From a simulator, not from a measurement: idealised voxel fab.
process module | voxel gate over fins
cross-section cut | 230 nm wide | cells 5 nm
A cross-section is a grid of square cells, given in bands from the top down. A band is one or more rows of cells.
Each band's line starts with the height of the band's top and of its bottom, in nm. Then come its materials from left to right, each with its width in nm. One material with "throughout" fills the band from edge to edge. "air" is empty space.
Height 0 is the level under which the wafer as received is all one material. The lowest band goes on downwards, as in "0 down".
A width such as "30 to 40" changes by the same amount from each row of cells to the next, from the band's top row to its bottom row.
"no change" after a step means that no cell of the cross-section changed.
closed voids: empty space of 8 cells or more with no open way to the top, each as width x height at its distance from the left edge, in nm
after a step's settings: what the simulator itself notes on the step
overlay nm, on a step with a mask: how far to the right of its planned place the mask lay; to the left if negative
plan
1 op RECEIVE | material Si
2 op CONFORMAL_DEP | material SiN | thk nm 5
3 op DIRECTIONAL_DEP | material aC | thk nm 10
4 op PATTERN | tone cover | mask id FINS | material resist | width nm 15 | pitch nm 45 | thk nm 25 | overlay nm 0
5 op DIRECTIONAL_ETCH | etch materials aC | depth nm 10
6 op STRIP | etch materials resist
7 op DIRECTIONAL_ETCH | etch materials SiN | depth nm 5
8 op DIRECTIONAL_ETCH | etch materials Si | depth nm 35
9 op STRIP | etch materials aC
10 op OXIDIZE | depth nm 5
11 op FILL_DEP | material SiO2 | thk nm 15
12 op CMP | height nm 5
13 op SELECTIVE_ETCH | etch materials SiO2 | depth nm 20
14 op STRIP | etch materials SiN
15 op CONFORMAL_DEP | material HfO2 | thk nm 5
16 op CONFORMAL_DEP | material TiN | thk nm 5
17 op FILL_DEP | material W | thk nm 15
18 op CMP | height nm 20
19 op CONFORMAL_DEP | material SiN | thk nm 5
as received, after step 1
  0 down: Si throughout
  closed voids: none
a wafer at the end: this start, this plan, one mistake
  25 to 20: SiN throughout
  20 to 10: W throughout
  10 to 5: TiN throughout
  5 to 0: HfO2 throughout
  0 to -40: SiO2 65 | Si 5 | SiO2 40 | Si 5 | SiO2 40 | Si 5 | SiO2 70
  -40 down: Si throughout
  closed voids: none
what went wrong: step 12 was left out
